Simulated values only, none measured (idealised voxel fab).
process module | voxel wiring stack
cross-section cut | 235 nm wide | cells 5 nm
A cross-section is a grid of square cells, given in bands from the top down. A band is one or more rows of cells.
Each band's line starts with the height of the band's top and of its bottom, in nm. Then come its materials from left to right, each with its width in nm. One material with "throughout" fills the band from edge to edge. "air" is empty space.
Height 0 is the level under which the wafer as received is all one material. The lowest band goes on downwards, as in "0 down".
A width such as "30 to 40" changes by the same amount from each row of cells to the next, from the band's top row to its bottom row.
"no change" after a step means that no cell of the cross-section changed.
closed voids: empty space of 8 cells or more with no open way to the top, each as width x height at its distance from the left edge, in nm
after a step's settings: what the simulator itself notes on the step
overlay nm, on a step with a mask: how far to the right of its planned place the mask lay; to the left if negative
plan
1 op RECEIVE | material Si
2 op CONFORMAL_DEP | material SiO2 | thk nm 15
3 op DIRECTIONAL_DEP | material TiN | thk nm 5
4 op DIRECTIONAL_DEP | material W | thk nm 25
5 op PATTERN | tone cover | mask id METAL_1 | material resist | width nm 20 | pitch nm 40 | thk nm 15 | overlay nm 0
6 op DIRECTIONAL_ETCH | etch materials W | depth nm 25
7 op DIRECTIONAL_ETCH | etch materials TiN | depth nm 5
8 op STRIP | etch materials resist
9 op FILL_DEP | material lowk | thk nm 5
10 op CMP | height nm 45
11 op CONFORMAL_DEP | material SiCN | thk nm 5
12 op DIRECTIONAL_DEP | material SiO2 | thk nm 15
13 op PATTERN | tone open | mask id PLUG_1 | material resist | width nm 15 | pitch nm 40 | thk nm 20 | overlay nm 0
14 op DIRECTIONAL_ETCH | etch materials SiO2 | depth nm 15
15 op DIRECTIONAL_ETCH | etch materials SiCN | depth nm 5
16 op STRIP | etch materials resist
17 op CONFORMAL_DEP | material TiN | thk nm 5
18 op FILL_DEP | material W | thk nm 10
19 op CMP | height nm 65
20 op CONFORMAL_DEP | material SiCN | thk nm 5
21 op DIRECTIONAL_DEP | material SiO2 | thk nm 20
22 op PATTERN | tone open | mask id METAL_2 | material resist | width nm 20 | pitch nm 40 | thk nm 15 | overlay nm 0
23 op DIRECTIONAL_ETCH | etch materials SiO2 | depth nm 20
24 op DIRECTIONAL_ETCH | etch materials SiCN | depth nm 5
25 op STRIP | etch materials resist
26 op CONFORMAL_DEP | material TiN | thk nm 5
27 op FILL_DEP | material Cu | thk nm 10
28 op CMP | height nm 90
29 op EPI | material Ru | thk nm 5
30 op FILL_DEP | material SiCN | thk nm 5
31 op DIRECTIONAL_DEP | material lowk | thk nm 30
32 op PATTERN | tone open | mask id METAL_3 | material resist | width nm 20 | pitch nm 40 | thk nm 20 | overlay nm 0
33 op DIRECTIONAL_ETCH | etch materials lowk | depth nm 20
34 op STRIP | etch materials resist
35 op DIRECTIONAL_DEP | material aC | thk nm 10
36 op PATTERN | tone open | mask id METAL_3_HOLES | material resist | width nm 15 | thk nm 25 | overlay nm 0
37 op DIRECTIONAL_ETCH | etch materials aC | depth nm 10
38 op STRIP | etch materials resist
39 op DIRECTIONAL_ETCH | etch materials lowk | depth nm 10
40 op DIRECTIONAL_ETCH | etch materials SiCN | depth nm 5
41 op STRIP | etch materials aC
42 op CONFORMAL_DEP | material TiN | thk nm 5
43 op FILL_DEP | material Ru | thk nm 5
44 op CMP | height nm 130
45 op CONFORMAL_DEP | material SiCN | thk nm 5
46 op DIRECTIONAL_DEP | material lowk | thk nm 10
47 op DIRECTIONAL_DEP | material aC | thk nm 10
48 op PATTERN | tone open | mask id PLUG_3 | material resist | width nm 15 | pitch nm 40 | thk nm 25 | overlay nm 0
49 op DIRECTIONAL_ETCH | etch materials aC | depth nm 10
50 op STRIP | etch materials resist
51 op DIRECTIONAL_ETCH | etch materials lowk | depth nm 10
52 op DIRECTIONAL_ETCH | etch materials SiCN | depth nm 5
53 op STRIP | etch materials aC
54 op CONFORMAL_DEP | material TiN | thk nm 5
55 op FILL_DEP | material Cu | thk nm 5
56 op CMP | height nm 145
57 op DIRECTIONAL_DEP | material TiN | thk nm 5
58 op DIRECTIONAL_DEP | material Ru | thk nm 15
59 op DIRECTIONAL_DEP | material aC | thk nm 10
60 op PATTERN | tone cover | mask id METAL_4 | material resist | width nm 20 | pitch nm 40 | thk nm 30 | overlay nm 0
61 op DIRECTIONAL_ETCH | etch materials aC | depth nm 10
62 op STRIP | etch materials resist
63 op DIRECTIONAL_ETCH | etch materials Ru | depth nm 15
64 op DIRECTIONAL_ETCH | etch materials TiN | depth nm 5
65 op STRIP | etch materials aC
66 op CONFORMAL_DEP | material SiN | thk nm 5
67 op FILL_DEP | material SiO2 | thk nm 10
68 op CMP | height nm 165
69 op CONFORMAL_DEP | material SiCN | thk nm 5
as received, after step 1
  0 down: Si throughout
  closed voids: none
first wafer at the end, as planned
  170 to 165: SiCN throughout
  165 to 150: SiO2 80 | SiN 5 | Ru 20 | SiN 5 | SiO2 10 | SiN 5 | Ru 20 | SiN 5 | SiO2 85
  150 to 145: SiN 85 | TiN 20 | SiN 20 | TiN 20 | SiN 90
  145 to 135: lowk 85 | TiN 5 | Cu 5 | TiN 5 | lowk 25 | TiN 5 | Cu 5 | TiN 5 | lowk 95
  135 to 130: SiCN 85 | TiN 15 | SiCN 25 | TiN 15 | SiCN 95
  130 to 115: lowk 85 | TiN 5 | Ru 10 | TiN 5 | lowk 20 | TiN 5 | Ru 10 | TiN 5 | lowk 90
  115 to 110: lowk 85 | TiN 5 | Ru 5 | TiN 10 | lowk 20 | TiN 20 | lowk 90
  110 to 100: lowk 85 | TiN 5 | Ru 5 | TiN 5 | lowk 135
  100 to 95: SiCN 85 | TiN 15 | SiCN 135
  95 to 90: SiCN 80 | Ru 30 | SiCN 10 | Ru 30 | SiCN 85
  90 to 70: SiO2 85 | TiN 5 | Cu 10 | TiN 5 | SiO2 20 | TiN 5 | Cu 10 | TiN 5 | SiO2 90
  70 to 65: SiCN 85 | TiN 20 | SiCN 20 | TiN 20 | SiCN 90
  65 to 50: SiO2 85 | TiN 5 | W 5 | TiN 5 | SiO2 25 | TiN 5 | W 5 | TiN 5 | SiO2 95
  50 to 45: SiCN 85 | TiN 15 | SiCN 25 | TiN 15 | SiCN 95
  45 to 20: lowk 85 | W 20 | lowk 20 | W 20 | lowk 90
  20 to 15: lowk 85 | TiN 20 | lowk 20 | TiN 20 | lowk 90
  15 to 0: SiO2 throughout
  0 down: Si throughout
  closed voids: none
second wafer at the end: like start, like plan, one mistake
  170 to 165: SiCN throughout
  165 to 150: SiO2 80 | SiN 5 | Ru 20 | SiN 5 | SiO2 10 | SiN 5 | Ru 20 | SiN 5 | SiO2 85
  150 to 145: SiN 85 | TiN 20 | SiN 20 | TiN 20 | SiN 90
  145 to 135: lowk 85 | TiN 5 | Cu 5 | TiN 5 | lowk 25 | TiN 5 | Cu 5 | TiN 5 | lowk 95
  135 to 130: SiCN 85 | TiN 15 | SiCN 25 | TiN 15 | SiCN 95
  130 to 115: lowk 85 | TiN 5 | Ru 10 | TiN 5 | lowk 20 | TiN 5 | Ru 10 | TiN 5 | lowk 90
  115 to 110: lowk 85 | TiN 5 | Ru 5 | TiN 10 | lowk 20 | TiN 20 | lowk 90
  110 to 100: lowk 85 | TiN 5 | Ru 5 | TiN 5 | lowk 135
  100 to 95: SiCN 85 | TiN 15 | SiCN 135
  95 to 90: SiCN 80 | Ru 30 | SiCN 10 | Ru 30 | SiCN 85
  90 to 80: SiO2 85 | TiN 5 | Cu 10 | TiN 5 | SiO2 20 | TiN 5 | Cu 10 | TiN 5 | SiO2 90
  80 to 75: SiCN 85 | TiN 20 | SiCN 20 | TiN 20 | SiCN 90
  75 to 70: W throughout
  70 to 65: TiN 90 | W 5 | TiN 35 | W 5 | TiN 100
  65 to 50: SiO2 85 | TiN 5 | W 5 | TiN 5 | SiO2 25 | TiN 5 | W 5 | TiN 5 | SiO2 95
  50 to 45: SiCN 85 | TiN 15 | SiCN 25 | TiN 15 | SiCN 95
  45 to 20: lowk 85 | W 20 | lowk 20 | W 20 | lowk 90
  20 to 15: lowk 85 | TiN 20 | lowk 20 | TiN 20 | lowk 90
  15 to 0: SiO2 throughout
  0 down: Si throughout
  closed voids: none
what went wrong: step 19 ran as: op CMP | height nm 75
at the end the second wafer has, in cells: 8 fewer of Cu | 78 fewer of SiO2 | 37 more of TiN | 49 more of W
